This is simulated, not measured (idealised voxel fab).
The document below concerns the process module designated voxel double patterning.
cross-section cut | 160 nm wide | cells 5 nm
A cross-section is a grid of square cells, given in bands from the top down. A band is one or more rows of cells. This entry defines a band. It first specifies the height of the band's top and the height of its bottom in nm, and then specifies the band's materials from left to right, stating each material with its width in nm. The word "all across" identifies a single material that fills the band from edge to edge, while the word "air" identifies empty space. For the purposes of this specification, 0 denotes the height below which the wafer in its as-received condition is composed wholly of one material, and the lowermost band, lacking a lower limit, extends downward without end, as expressed in "0..down". Top row gets the first number, bottom row gets the second, and each row in between changes by the same step: that is how a band width like "30->40" works. You'll sometimes find "all unchanged" written for a step, and that's the way of saying that nowhere in the cross-section did a cell change during that step. "Closed void listing" lists enclosed empty spaces (at least 8 cells, no open path upward to the top), each as width x height at distance from the left edge, in nm. Read whatever lies past the settings on a step's line as the simulator's own remark about the step. Each step line may optionally specify "overlay nm", which for a step with a mask gives the rightward distance between the mask's planned place and where it lay, a negative value indicating the leftward direction. Note on reading: below, each pair holds a cross-section from before one process step and one from after it; the one from after shows only down to the lowest band that changed. Beneath the pair, the step in between is stated along with its settings. The pairs can stem from different runs of this module on the same starting wafer. Where a pair's entry headed "Structure before processing" says so, and only there, that pair continues from the pair above it.
# Structure before processing
> 0..down = Si all across
> Closed void listing: none
# Post-Step Snapshot
> 5..0 = SiN all across
> No changes below 0.
> Closed void listing: none
Step applied between the pre-step and post-step cross-sections shown above: CONFORMAL_DEP, material SiN, thk nm 5
Structure before processing: the after view from the pair directly above serves as the before view here.
# Post-Step Snapshot
> 25..5 = SiO2 all across
> No changes below 5.
> Closed void listing: none
Step applied between the pre-step and post-step cross-sections shown above: DIRECTIONAL_DEP, material SiO2, thk nm 20
Structure before processing: the after view from the pair directly above serves as the before view here.
# Post-Step Snapshot
> 30..25 = SiCN all across
> No changes below 25.
> Closed void listing: none
Step applied between the pre-step and post-step cross-sections shown above: DIRECTIONAL_DEP, material SiCN, thk nm 5
Structure before processing: the after view from the pair directly above serves as the before view here.
# Post-Step Snapshot
> 45..30 = aC all across
> No changes below 30.
> Closed void listing: none
Step applied between the pre-step and post-step cross-sections shown above: DIRECTIONAL_DEP, material aC, thk nm 15
Structure before processing: the after view from the pair directly above serves as the before view here.
# Post-Step Snapshot
> 75..45 = 45 nm resist / 15 nm air / 35 nm resist / 15 nm air / 50 nm resist
> No changes below 45.
> Closed void listing: none
Step applied between the pre-step and post-step cross-sections shown above: PATTERN, tone open, mask id FIRST, material resist, width nm 15, pitch nm 50, thk nm 30, overlay nm 0
Structure before processing: the after view from the pair directly above serves as the before view here.
# Post-Step Snapshot
> 60..45 = 45 nm resist / 15 nm air / 35 nm resist / 15 nm air / 50 nm resist
> 45..30 = 45 nm aC / 15 nm air / 35 nm aC / 15 nm air / 50 nm aC
> No changes below 30.
> Closed void listing: none
Step applied between the pre-step and post-step cross-sections shown above: DIRECTIONAL_ETCH, etch materials aC, depth nm 15
Structure before processing: the after view from the pair directly above serves as the before view here.
# Post-Step Snapshot
> 45..30 = 45 nm aC / 15 nm air / 35 nm aC / 15 nm air / 50 nm aC
> No changes below 30.
> Closed void listing: none
Step applied between the pre-step and post-step cross-sections shown above: STRIP, etch materials resist
Structure before processing: the after view from the pair directly above serves as the before view here.
# Post-Step Snapshot
> 45..30 = 45 nm aC / 15 nm air / 35 nm aC / 15 nm air / 50 nm aC
> 30..25 = 45 nm SiCN / 15 nm air / 35 nm SiCN / 15 nm air / 50 nm SiCN
> No changes below 25.
> Closed void listing: none
Step applied between the pre-step and post-step cross-sections shown above: DIRECTIONAL_ETCH, etch materials SiCN, depth nm 5
Structure before processing: the after view from the pair directly above serves as the before view here.
# Post-Step Snapshot
> 30..25 = 45 nm SiCN / 15 nm air / 35 nm SiCN / 15 nm air / 50 nm SiCN
> No changes below 25.
> Closed void listing: none
Step applied between the pre-step and post-step cross-sections shown above: STRIP, etch materials aC
Structure before processing: the after view from the pair directly above serves as the before view here.
# Post-Step Snapshot
> 40..35 = 45 nm aC / 15 nm air / 35 nm aC / 15 nm air / 50 nm aC
> 35..30 = aC all across
> 30..25 = 45 nm SiCN / 15 nm aC / 35 nm SiCN / 15 nm aC / 50 nm SiCN
> No changes below 25.
> Closed void listing: none
Step applied between the pre-step and post-step cross-sections shown above: DIRECTIONAL_DEP, material aC, thk nm 10
Structure before processing: the after view from the pair directly above serves as the before view here.
# Post-Step Snapshot
> 65..40 = 70 nm resist / 15 nm air / 75 nm resist
> 40..35 = 45 nm aC / 15 nm resist / 35 nm aC / 15 nm resist / 50 nm aC
> No changes below 35.
> Closed void listing: none
Step applied between the pre-step and post-step cross-sections shown above: PATTERN, tone open, mask id SECOND, material resist, width nm 15, thk nm 25, overlay nm 0
Structure before processing: the after view from the pair directly above serves as the before view here.
# Post-Step Snapshot
> 55..40 = 70 nm resist / 15 nm air / 75 nm resist
> 40..35 = 45 nm aC / 15 nm resist / 10 nm aC / 15 nm air / 10 nm aC / 15 nm resist / 50 nm aC
> 35..30 = 70 nm aC / 15 nm air / 75 nm aC
> No changes below 30.
> Closed void listing: none
Step applied between the pre-step and post-step cross-sections shown above: DIRECTIONAL_ETCH, etch materials aC, depth nm 10
Structure before processing: the after view from the pair directly above serves as the before view here.
# Post-Step Snapshot
> 40..35 = 45 nm aC / 15 nm air / 10 nm aC / 15 nm air / 10 nm aC / 15 nm air / 50 nm aC
> No changes below 35.
> Closed void listing: none
Step applied between the pre-step and post-step cross-sections shown above: STRIP, etch materials resist
Structure before processing: the after view from the pair directly above serves as the before view here.
# Post-Step Snapshot
> 40..35 = 45 nm aC / 15 nm air / 10 nm aC / 15 nm air / 10 nm aC / 15 nm air / 50 nm aC
> 35..30 = 70 nm aC / 15 nm air / 75 nm aC
> 30..25 = 45 nm SiCN / 15 nm aC / 10 nm SiCN / 15 nm air / 10 nm SiCN / 15 nm aC / 50 nm SiCN
> No changes below 25.
> Closed void listing: none
Step applied between the pre-step and post-step cross-sections shown above: DIRECTIONAL_ETCH, etch materials SiCN, depth nm 5
Structure before processing: the after view from the pair directly above serves as the before view here.
# Post-Step Snapshot
> 30..25 = 45 nm SiCN / 15 nm air / 10 nm SiCN / 15 nm air / 10 nm SiCN / 15 nm air / 50 nm SiCN
> No changes below 25.
> Closed void listing: none
Step applied between the pre-step and post-step cross-sections shown above: STRIP, etch materials aC
Structure before processing: the after view from the pair directly above serves as the before view here.
# Post-Step Snapshot
> 30..25 = 45 nm SiCN / 15 nm air / 10 nm SiCN / 15 nm air / 10 nm SiCN / 15 nm air / 50 nm SiCN
> 25..5 = 45 nm SiO2 / 15 nm air / 10 nm SiO2 / 15 nm air / 10 nm SiO2 / 15 nm air / 50 nm SiO2
> No changes below 5.
> Closed void listing: none
Step applied between the pre-step and post-step cross-sections shown above: DIRECTIONAL_ETCH, etch materials SiO2, depth nm 20
Structure before processing: the after view from the pair directly above serves as the before view here.
# Post-Step Snapshot
> 25..5 = 45 nm SiO2 / 15 nm air / 10 nm SiO2 / 15 nm air / 10 nm SiO2 / 15 nm air / 50 nm SiO2
> No changes below 5.
> Closed void listing: none
Step applied between the pre-step and post-step cross-sections shown above: STRIP, etch materials SiCN
# Structure before processing
> 0..down = Si all across
> Closed void listing: none
# Post-Step Snapshot
> 20..0 = SiO2 all across
> No changes below 0.
> Closed void listing: none
Step applied between the pre-step and post-step cross-sections shown above: DIRECTIONAL_DEP, material SiO2, thk nm 20
Structure before processing: the after view from the pair directly above serves as the before view here.
# Post-Step Snapshot
> 25..20 = SiCN all across
> No changes below 20.
> Closed void listing: none
Step applied between the pre-step and post-step cross-sections shown above: DIRECTIONAL_DEP, material SiCN, thk nm 5
Structure before processing: the after view from the pair directly above serves as the before view here.
# Post-Step Snapshot
> 40..25 = aC all across
> No changes below 25.
> Closed void listing: none
Step applied between the pre-step and post-step cross-sections shown above: DIRECTIONAL_DEP, material aC, thk nm 15
Structure before processing: the after view from the pair directly above serves as the before view here.
# Post-Step Snapshot
> 70..40 = 45 nm resist / 15 nm air / 35 nm resist / 15 nm air / 50 nm resist
> No changes below 40.
> Closed void listing: none
Step applied between the pre-step and post-step cross-sections shown above: PATTERN, tone open, mask id FIRST, material resist, width nm 15, pitch nm 50, thk nm 30, overlay nm 0
Structure before processing: the after view from the pair directly above serves as the before view here.
# Post-Step Snapshot
> 55..40 = 45 nm resist / 15 nm air / 35 nm resist / 15 nm air / 50 nm resist
> 40..25 = 45 nm aC / 15 nm air / 35 nm aC / 15 nm air / 50 nm aC
> No changes below 25.
> Closed void listing: none
Step applied between the pre-step and post-step cross-sections shown above: DIRECTIONAL_ETCH, etch materials aC, depth nm 15
Structure before processing: the after view from the pair directly above serves as the before view here.
# Post-Step Snapshot
> 40..25 = 45 nm aC / 15 nm air / 35 nm aC / 15 nm air / 50 nm aC
> No changes below 25.
> Closed void listing: none
Step applied between the pre-step and post-step cross-sections shown above: STRIP, etch materials resist
Structure before processing: the after view from the pair directly above serves as the before view here.
# Post-Step Snapshot
> 40..25 = 45 nm aC / 15 nm air / 35 nm aC / 15 nm air / 50 nm aC
> 25..20 = 45 nm SiCN / 15 nm air / 35 nm SiCN / 15 nm air / 50 nm SiCN
> No changes below 20.
> Closed void listing: none
Step applied between the pre-step and post-step cross-sections shown above: DIRECTIONAL_ETCH, etch materials SiCN, depth nm 5
Structure before processing: the after view from the pair directly above serves as the before view here.
# Post-Step Snapshot
> 25..20 = 45 nm SiCN / 15 nm air / 35 nm SiCN / 15 nm air / 50 nm SiCN
> No changes below 20.
> Closed void listing: none
Step applied between the pre-step and post-step cross-sections shown above: STRIP, etch materials aC
Structure before processing: the after view from the pair directly above serves as the before view here.
# Post-Step Snapshot
> 35..30 = 45 nm aC / 15 nm air / 35 nm aC / 15 nm air / 50 nm aC
> 30..25 = aC all across
> 25..20 = 45 nm SiCN / 15 nm aC / 35 nm SiCN / 15 nm aC / 50 nm SiCN
> No changes below 20.
> Closed void listing: none
Step applied between the pre-step and post-step cross-sections shown above: DIRECTIONAL_DEP, material aC, thk nm 10
Structure before processing: the after view from the pair directly above serves as the before view here.
# Post-Step Snapshot
> 60..35 = 70 nm resist / 15 nm air / 75 nm resist
> 35..30 = 45 nm aC / 15 nm resist / 35 nm aC / 15 nm resist / 50 nm aC
> No changes below 30.
> Closed void listing: none
Step applied between the pre-step and post-step cross-sections shown above: PATTERN, tone open, mask id SECOND, material resist, width nm 15, thk nm 25, overlay nm 0
Structure before processing: the after view from the pair directly above serves as the before view here.
# Post-Step Snapshot
> 50..35 = 70 nm resist / 15 nm air / 75 nm resist
> 35..30 = 45 nm aC / 15 nm resist / 10 nm aC / 15 nm air / 10 nm aC / 15 nm resist / 50 nm aC
> 30..25 = 70 nm aC / 15 nm air / 75 nm aC
> No changes below 25.
> Closed void listing: none
Step applied between the pre-step and post-step cross-sections shown above: DIRECTIONAL_ETCH, etch materials aC, depth nm 10
Structure before processing: the after view from the pair directly above serves as the before view here.
# Post-Step Snapshot
> 35..30 = 45 nm aC / 15 nm air / 10 nm aC / 15 nm air / 10 nm aC / 15 nm air / 50 nm aC
> No changes below 30.
> Closed void listing: none
Step applied between the pre-step and post-step cross-sections shown above: STRIP, etch materials resist
Structure before processing: the after view from the pair directly above serves as the before view here.
# Post-Step Snapshot
> 35..30 = 45 nm aC / 15 nm air / 10 nm aC / 15 nm air / 10 nm aC / 15 nm air / 50 nm aC
> 30..25 = 70 nm aC / 15 nm air / 75 nm aC
> 25..20 = 45 nm SiCN / 15 nm aC / 10 nm SiCN / 15 nm air / 10 nm SiCN / 15 nm aC / 50 nm SiCN
> No changes below 20.
> Closed void listing: none
Step applied between the pre-step and post-step cross-sections shown above: DIRECTIONAL_ETCH, etch materials SiCN, depth nm 5
Structure before processing: the after view from the pair directly above serves as the before view here.
# Post-Step Snapshot
> 25..20 = 45 nm SiCN / 15 nm air / 10 nm SiCN / 15 nm air / 10 nm SiCN / 15 nm air / 50 nm SiCN
> No changes below 20.
> Closed void listing: none
Step applied between the pre-step and post-step cross-sections shown above: STRIP, etch materials aC
Structure before processing: the after view from the pair directly above serves as the before view here.
# Post-Step Snapshot
> 25..20 = 45 nm SiCN / 15 nm air / 10 nm SiCN / 15 nm air / 10 nm SiCN / 15 nm air / 50 nm SiCN
> 20..0 = 45 nm SiO2 / 15 nm air / 10 nm SiO2 / 15 nm air / 10 nm SiO2 / 15 nm air / 50 nm SiO2
> No changes below 0.
> Closed void listing: none
Step applied between the pre-step and post-step cross-sections shown above: DIRECTIONAL_ETCH, etch materials SiO2, depth nm 20
Structure before processing: the after view from the pair directly above serves as the before view here.
# Post-Step Snapshot
> 20..0 = 45 nm SiO2 / 15 nm air / 10 nm SiO2 / 15 nm air / 10 nm SiO2 / 15 nm air / 50 nm SiO2
> No changes below 0.
> Closed void listing: none
Step applied between the pre-step and post-step cross-sections shown above: STRIP, etch materials SiCN
# Structure before processing
> 25..5 = SiO2 all across
> 5..0 = SiN all across
> 0..down = Si all across
> Closed void listing: none
# Post-Step Snapshot
> 45..5 = SiO2 all across
> No changes below 5.
> Closed void listing: none
Step applied between the pre-step and post-step cross-sections shown above: DIRECTIONAL_DEP, material SiO2, thk nm 20
Structure before processing: the after view from the pair directly above serves as the before view here.
# Post-Step Snapshot
> 50..45 = SiCN all across
> No changes below 45.
> Closed void listing: none
Step applied between the pre-step and post-step cross-sections shown above: DIRECTIONAL_DEP, material SiCN, thk nm 5
Structure before processing: the after view from the pair directly above serves as the before view here.
# Post-Step Snapshot
> 65..50 = aC all across
> No changes below 50.
> Closed void listing: none
Step applied between the pre-step and post-step cross-sections shown above: DIRECTIONAL_DEP, material aC, thk nm 15
Structure before processing: the after view from the pair directly above serves as the before view here.
# Post-Step Snapshot
> 95..65 = 45 nm resist / 15 nm air / 35 nm resist / 15 nm air / 50 nm resist
> No changes below 65.
> Closed void listing: none
Step applied between the pre-step and post-step cross-sections shown above: PATTERN, tone open, mask id FIRST, material resist, width nm 15, pitch nm 50, thk nm 30, overlay nm 0
Structure before processing: the after view from the pair directly above serves as the before view here.
# Post-Step Snapshot
> 80..65 = 45 nm resist / 15 nm air / 35 nm resist / 15 nm air / 50 nm resist
> 65..50 = 45 nm aC / 15 nm air / 35 nm aC / 15 nm air / 50 nm aC
> No changes below 50.
> Closed void listing: none
Step applied between the pre-step and post-step cross-sections shown above: DIRECTIONAL_ETCH, etch materials aC, depth nm 15
Structure before processing: the after view from the pair directly above serves as the before view here.
# Post-Step Snapshot
> 65..50 = 45 nm aC / 15 nm air / 35 nm aC / 15 nm air / 50 nm aC
> No changes below 50.
> Closed void listing: none
Step applied between the pre-step and post-step cross-sections shown above: STRIP, etch materials resist
Structure before processing: the after view from the pair directly above serves as the before view here.
# Post-Step Snapshot
> 65..50 = 45 nm aC / 15 nm air / 35 nm aC / 15 nm air / 50 nm aC
> 50..45 = 45 nm SiCN / 15 nm air / 35 nm SiCN / 15 nm air / 50 nm SiCN
> No changes below 45.
> Closed void listing: none
Step applied between the pre-step and post-step cross-sections shown above: DIRECTIONAL_ETCH, etch materials SiCN, depth nm 5
Structure before processing: the after view from the pair directly above serves as the before view here.
# Post-Step Snapshot
> 50..45 = 45 nm SiCN / 15 nm air / 35 nm SiCN / 15 nm air / 50 nm SiCN
> No changes below 45.
> Closed void listing: none
Step applied between the pre-step and post-step cross-sections shown above: STRIP, etch materials aC
Structure before processing: the after view from the pair directly above serves as the before view here.
# Post-Step Snapshot
> 60..55 = 45 nm aC / 15 nm air / 35 nm aC / 15 nm air / 50 nm aC
> 55..50 = aC all across
> 50..45 = 45 nm SiCN / 15 nm aC / 35 nm SiCN / 15 nm aC / 50 nm SiCN
> No changes below 45.
> Closed void listing: none
Step applied between the pre-step and post-step cross-sections shown above: DIRECTIONAL_DEP, material aC, thk nm 10
Structure before processing: the after view from the pair directly above serves as the before view here.
# Post-Step Snapshot
> 85..60 = 70 nm resist / 15 nm air / 75 nm resist
> 60..55 = 45 nm aC / 15 nm resist / 35 nm aC / 15 nm resist / 50 nm aC
> No changes below 55.
> Closed void listing: none
Step applied between the pre-step and post-step cross-sections shown above: PATTERN, tone open, mask id SECOND, material resist, width nm 15, thk nm 25, overlay nm 0
Structure before processing: the after view from the pair directly above serves as the before view here.
# Post-Step Snapshot
> 75..60 = 70 nm resist / 15 nm air / 75 nm resist
> 60..55 = 45 nm aC / 15 nm resist / 10 nm aC / 15 nm air / 10 nm aC / 15 nm resist / 50 nm aC
> 55..50 = 70 nm aC / 15 nm air / 75 nm aC
> No changes below 50.
> Closed void listing: none
Step applied between the pre-step and post-step cross-sections shown above: DIRECTIONAL_ETCH, etch materials aC, depth nm 10
Structure before processing: the after view from the pair directly above serves as the before view here.
# Post-Step Snapshot
> 60..55 = 45 nm aC / 15 nm air / 10 nm aC / 15 nm air / 10 nm aC / 15 nm air / 50 nm aC
> No changes below 55.
> Closed void listing: none
Step applied between the pre-step and post-step cross-sections shown above: STRIP, etch materials resist
Structure before processing: the after view from the pair directly above serves as the before view here.
# Post-Step Snapshot
> 60..55 = 45 nm aC / 15 nm air / 10 nm aC / 15 nm air / 10 nm aC / 15 nm air / 50 nm aC
> 55..50 = 70 nm aC / 15 nm air / 75 nm aC
> 50..45 = 45 nm SiCN / 15 nm aC / 10 nm SiCN / 15 nm air / 10 nm SiCN / 15 nm aC / 50 nm SiCN
> No changes below 45.
> Closed void listing: none
Step applied between the pre-step and post-step cross-sections shown above: DIRECTIONAL_ETCH, etch materials SiCN, depth nm 5
Structure before processing: the after view from the pair directly above serves as the before view here.
# Post-Step Snapshot
> 50..45 = 45 nm SiCN / 15 nm air / 10 nm SiCN / 15 nm air / 10 nm SiCN / 15 nm air / 50 nm SiCN
> No changes below 45.
> Closed void listing: none
Step applied between the pre-step and post-step cross-sections shown above: STRIP, etch materials aC
Structure before processing: the after view from the pair directly above serves as the before view here.
# Post-Step Snapshot
> 50..45 = 45 nm SiCN / 15 nm air / 10 nm SiCN / 15 nm air / 10 nm SiCN / 15 nm air / 50 nm SiCN
> 45..25 = 45 nm SiO2 / 15 nm air / 10 nm SiO2 / 15 nm air / 10 nm SiO2 / 15 nm air / 50 nm SiO2
> No changes below 25.
> Closed void listing: none
Step applied between the pre-step and post-step cross-sections shown above: DIRECTIONAL_ETCH, etch materials SiO2, depth nm 20
Structure before processing: the after view from the pair directly above serves as the before view here.
# Post-Step Snapshot
> 45..25 = 45 nm SiO2 / 15 nm air / 10 nm SiO2 / 15 nm air / 10 nm SiO2 / 15 nm air / 50 nm SiO2
> No changes below 25.
> Closed void listing: none
Step applied between the pre-step and post-step cross-sections shown above: STRIP, etch materials SiCN
# Structure before processing
> 20..0 = SiO2 all across
> 0..down = Si all across
> Closed void listing: none
# Post-Step Snapshot
> 25..20 = SiN all across
> No changes below 20.
> Closed void listing: none
Step applied between the pre-step and post-step cross-sections shown above: CONFORMAL_DEP, material SiN, thk nm 5
Structure before processing: the after view from the pair directly above serves as the before view here.
# Post-Step Snapshot
> 30..25 = SiCN all across
> No changes below 25.
> Closed void listing: none
Step applied between the pre-step and post-step cross-sections shown above: DIRECTIONAL_DEP, material SiCN, thk nm 5
Structure before processing: the after view from the pair directly above serves as the before view here.
# Post-Step Snapshot
> 45..30 = aC all across
> No changes below 30.
> Closed void listing: none
Step applied between the pre-step and post-step cross-sections shown above: DIRECTIONAL_DEP, material aC, thk nm 15
Structure before processing: the after view from the pair directly above serves as the before view here.
# Post-Step Snapshot
> 75..45 = 45 nm resist / 15 nm air / 35 nm resist / 15 nm air / 50 nm resist
> No changes below 45.
> Closed void listing: none
Step applied between the pre-step and post-step cross-sections shown above: PATTERN, tone open, mask id FIRST, material resist, width nm 15, pitch nm 50, thk nm 30, overlay nm 0
Structure before processing: the after view from the pair directly above serves as the before view here.
# Post-Step Snapshot
> 60..45 = 45 nm resist / 15 nm air / 35 nm resist / 15 nm air / 50 nm resist
> 45..30 = 45 nm aC / 15 nm air / 35 nm aC / 15 nm air / 50 nm aC
> No changes below 30.
> Closed void listing: none
Step applied between the pre-step and post-step cross-sections shown above: DIRECTIONAL_ETCH, etch materials aC, depth nm 15
Structure before processing: the after view from the pair directly above serves as the before view here.
# Post-Step Snapshot
> 45..30 = 45 nm aC / 15 nm air / 35 nm aC / 15 nm air / 50 nm aC
> No changes below 30.
> Closed void listing: none
Step applied between the pre-step and post-step cross-sections shown above: STRIP, etch materials resist
Structure before processing: the after view from the pair directly above serves as the before view here.
# Post-Step Snapshot
> 45..30 = 45 nm aC / 15 nm air / 35 nm aC / 15 nm air / 50 nm aC
> 30..25 = 45 nm SiCN / 15 nm air / 35 nm SiCN / 15 nm air / 50 nm SiCN
> No changes below 25.
> Closed void listing: none
Step applied between the pre-step and post-step cross-sections shown above: DIRECTIONAL_ETCH, etch materials SiCN, depth nm 5
Structure before processing: the after view from the pair directly above serves as the before view here.
# Post-Step Snapshot
> 30..25 = 45 nm SiCN / 15 nm air / 35 nm SiCN / 15 nm air / 50 nm SiCN
> No changes below 25.
> Closed void listing: none
Step applied between the pre-step and post-step cross-sections shown above: STRIP, etch materials aC
Structure before processing: the after view from the pair directly above serves as the before view here.
# Post-Step Snapshot
> 40..35 = 45 nm aC / 15 nm air / 35 nm aC / 15 nm air / 50 nm aC
> 35..30 = aC all across
> 30..25 = 45 nm SiCN / 15 nm aC / 35 nm SiCN / 15 nm aC / 50 nm SiCN
> No changes below 25.
> Closed void listing: none
Step applied between the pre-step and post-step cross-sections shown above: DIRECTIONAL_DEP, material aC, thk nm 10
Structure before processing: the after view from the pair directly above serves as the before view here.
# Post-Step Snapshot
> 65..40 = 70 nm resist / 15 nm air / 75 nm resist
> 40..35 = 45 nm aC / 15 nm resist / 35 nm aC / 15 nm resist / 50 nm aC
> No changes below 35.
> Closed void listing: none
Step applied between the pre-step and post-step cross-sections shown above: PATTERN, tone open, mask id SECOND, material resist, width nm 15, thk nm 25, overlay nm 0
Structure before processing: the after view from the pair directly above serves as the before view here.
# Post-Step Snapshot
> 55..40 = 70 nm resist / 15 nm air / 75 nm resist
> 40..35 = 45 nm aC / 15 nm resist / 10 nm aC / 15 nm air / 10 nm aC / 15 nm resist / 50 nm aC
> 35..30 = 70 nm aC / 15 nm air / 75 nm aC
> No changes below 30.
> Closed void listing: none
Step applied between the pre-step and post-step cross-sections shown above: DIRECTIONAL_ETCH, etch materials aC, depth nm 10
Structure before processing: the after view from the pair directly above serves as the before view here.
# Post-Step Snapshot
> 40..35 = 45 nm aC / 15 nm air / 10 nm aC / 15 nm air / 10 nm aC / 15 nm air / 50 nm aC
> No changes below 35.
> Closed void listing: none
Step applied between the pre-step and post-step cross-sections shown above: STRIP, etch materials resist
Structure before processing: the after view from the pair directly above serves as the before view here.
# Post-Step Snapshot
> 40..35 = 45 nm aC / 15 nm air / 10 nm aC / 15 nm air / 10 nm aC / 15 nm air / 50 nm aC
> 35..30 = 70 nm aC / 15 nm air / 75 nm aC
> 30..25 = 45 nm SiCN / 15 nm aC / 10 nm SiCN / 15 nm air / 10 nm SiCN / 15 nm aC / 50 nm SiCN
> No changes below 25.
> Closed void listing: none
Step applied between the pre-step and post-step cross-sections shown above: DIRECTIONAL_ETCH, etch materials SiCN, depth nm 5
Structure before processing: the after view from the pair directly above serves as the before view here.
# Post-Step Snapshot
> 30..25 = 45 nm SiCN / 15 nm air / 10 nm SiCN / 15 nm air / 10 nm SiCN / 15 nm air / 50 nm SiCN
> No changes below 25.
> Closed void listing: none
Step applied between the pre-step and post-step cross-sections shown above: STRIP, etch materials aC
Structure before processing: the after view from the pair directly above serves as the before view here.
# Post-Step Snapshot
> 25..20 = SiN all across
> No changes below 20.
> Closed void listing: none
Step applied between the pre-step and post-step cross-sections shown above: STRIP, etch materials SiCN
# Structure before processing
> 5..0 = SiN all across
> 0..down = Si all across
> Closed void listing: none
# Post-Step Snapshot
> 20..5 = SiO2 all across
> No changes below 5.
> Closed void listing: none
Step applied between the pre-step and post-step cross-sections shown above: DIRECTIONAL_DEP, material SiO2, thk nm 15
Structure before processing: the after view from the pair directly above serves as the before view here.
# Post-Step Snapshot
> 25..20 = SiCN all across
> No changes below 20.
> Closed void listing: none
Step applied between the pre-step and post-step cross-sections shown above: DIRECTIONAL_DEP, material SiCN, thk nm 5
Structure before processing: the after view from the pair directly above serves as the before view here.
# Post-Step Snapshot
> 40..25 = aC all across
> No changes below 25.
> Closed void listing: none
Step applied between the pre-step and post-step cross-sections shown above: DIRECTIONAL_DEP, material aC, thk nm 15
Structure before processing: the after view from the pair directly above serves as the before view here.
# Post-Step Snapshot
> 70..40 = 45 nm resist / 15 nm air / 35 nm resist / 15 nm air / 50 nm resist
> No changes below 40.
> Closed void listing: none
Step applied between the pre-step and post-step cross-sections shown above: PATTERN, tone open, mask id FIRST, material resist, width nm 15, pitch nm 50, thk nm 30, overlay nm 0
Structure before processing: the after view from the pair directly above serves as the before view here.
# Post-Step Snapshot
> 55..40 = 45 nm resist / 15 nm air / 35 nm resist / 15 nm air / 50 nm resist
> 40..25 = 45 nm aC / 15 nm air / 35 nm aC / 15 nm air / 50 nm aC
> No changes below 25.
> Closed void listing: none
Step applied between the pre-step and post-step cross-sections shown above: DIRECTIONAL_ETCH, etch materials aC, depth nm 15
Structure before processing: the after view from the pair directly above serves as the before view here.
# Post-Step Snapshot
> 40..25 = 45 nm aC / 15 nm air / 35 nm aC / 15 nm air / 50 nm aC
> No changes below 25.
> Closed void listing: none
Step applied between the pre-step and post-step cross-sections shown above: STRIP, etch materials resist
Structure before processing: the after view from the pair directly above serves as the before view here.
# Post-Step Snapshot
> 40..25 = 45 nm aC / 15 nm air / 35 nm aC / 15 nm air / 50 nm aC
> 25..20 = 45 nm SiCN / 15 nm air / 35 nm SiCN / 15 nm air / 50 nm SiCN
> No changes below 20.
> Closed void listing: none
Step applied between the pre-step and post-step cross-sections shown above: DIRECTIONAL_ETCH, etch materials SiCN, depth nm 5
Structure before processing: the after view from the pair directly above serves as the before view here.
# Post-Step Snapshot
> 25..20 = 45 nm SiCN / 15 nm air / 35 nm SiCN / 15 nm air / 50 nm SiCN
> No changes below 20.
> Closed void listing: none
Step applied between the pre-step and post-step cross-sections shown above: STRIP, etch materials aC
Structure before processing: the after view from the pair directly above serves as the before view here.
# Post-Step Snapshot
> 35..30 = 45 nm aC / 15 nm air / 35 nm aC / 15 nm air / 50 nm aC
> 30..25 = aC all across
> 25..20 = 45 nm SiCN / 15 nm aC / 35 nm SiCN / 15 nm aC / 50 nm SiCN
> No changes below 20.
> Closed void listing: none
Step applied between the pre-step and post-step cross-sections shown above: DIRECTIONAL_DEP, material aC, thk nm 10
Structure before processing: the after view from the pair directly above serves as the before view here.
# Post-Step Snapshot
> 60..35 = 70 nm resist / 15 nm air / 75 nm resist
> 35..30 = 45 nm aC / 15 nm resist / 35 nm aC / 15 nm resist / 50 nm aC
> No changes below 30.
> Closed void listing: none
Step applied between the pre-step and post-step cross-sections shown above: PATTERN, tone open, mask id SECOND, material resist, width nm 15, thk nm 25, overlay nm 0
Structure before processing: the after view from the pair directly above serves as the before view here.
# Post-Step Snapshot
> 50..35 = 70 nm resist / 15 nm air / 75 nm resist
> 35..30 = 45 nm aC / 15 nm resist / 10 nm aC / 15 nm air / 10 nm aC / 15 nm resist / 50 nm aC
> 30..25 = 70 nm aC / 15 nm air / 75 nm aC
> No changes below 25.
> Closed void listing: none
Step applied between the pre-step and post-step cross-sections shown above: DIRECTIONAL_ETCH, etch materials aC, depth nm 10
Structure before processing: the after view from the pair directly above serves as the before view here.
# Post-Step Snapshot
> 35..30 = 45 nm aC / 15 nm air / 10 nm aC / 15 nm air / 10 nm aC / 15 nm air / 50 nm aC
> No changes below 30.
> Closed void listing: none
Step applied between the pre-step and post-step cross-sections shown above: STRIP, etch materials resist
Structure before processing: the after view from the pair directly above serves as the before view here.
# Post-Step Snapshot
> 35..30 = 45 nm aC / 15 nm air / 10 nm aC / 15 nm air / 10 nm aC / 15 nm air / 50 nm aC
> 30..25 = 70 nm aC / 15 nm air / 75 nm aC
> 25..20 = 45 nm SiCN / 15 nm aC / 10 nm SiCN / 15 nm air / 10 nm SiCN / 15 nm aC / 50 nm SiCN
> No changes below 20.
> Closed void listing: none
Step applied between the pre-step and post-step cross-sections shown above: DIRECTIONAL_ETCH, etch materials SiCN, depth nm 5
Structure before processing: the after view from the pair directly above serves as the before view here.
# Post-Step Snapshot
> 25..20 = 45 nm SiCN / 15 nm air / 10 nm SiCN / 15 nm air / 10 nm SiCN / 15 nm air / 50 nm SiCN
> No changes below 20.
> Closed void listing: none
Step applied between the pre-step and post-step cross-sections shown above: STRIP, etch materials aC
Structure before processing: the after view from the pair directly above serves as the before view here.
# Post-Step Snapshot
> 25..20 = 45 nm SiCN / 15 nm air / 10 nm SiCN / 15 nm air / 10 nm SiCN / 15 nm air / 50 nm SiCN
> 20..5 = 45 nm SiO2 / 15 nm air / 10 nm SiO2 / 15 nm air / 10 nm SiO2 / 15 nm air / 50 nm SiO2
> No changes below 5.
> Closed void listing: none
Step applied between the pre-step and post-step cross-sections shown above: DIRECTIONAL_ETCH, etch materials SiO2, depth nm 20
Structure before processing: the after view from the pair directly above serves as the before view here.
# Post-Step Snapshot
> 20..5 = 45 nm SiO2 / 15 nm air / 10 nm SiO2 / 15 nm air / 10 nm SiO2 / 15 nm air / 50 nm SiO2
> No changes below 5.
> Closed void listing: none
Step applied between the pre-step and post-step cross-sections shown above: STRIP, etch materials SiCN
# Structure before processing
> 40..35 = 45 nm aC / 15 nm air / 35 nm aC / 15 nm air / 50 nm aC
> 35..30 = aC all across
> 30..25 = 45 nm SiCN / 15 nm aC / 35 nm SiCN / 15 nm aC / 50 nm SiCN
> 25..5 = SiO2 all across
> 5..0 = SiN all across
> 0..down = Si all across
> Closed void listing: none
# Post-Step Snapshot
> 65..40 = 70 nm resist / 20 nm air / 70 nm resist
> 40..35 = 45 nm aC / 15 nm resist / 35 nm aC / 15 nm resist / 50 nm aC
> No changes below 35.
> Closed void listing: none
Step applied between the pre-step and post-step cross-sections shown above: PATTERN, tone open, mask id SECOND, material resist, width nm 20, thk nm 25, overlay nm 0
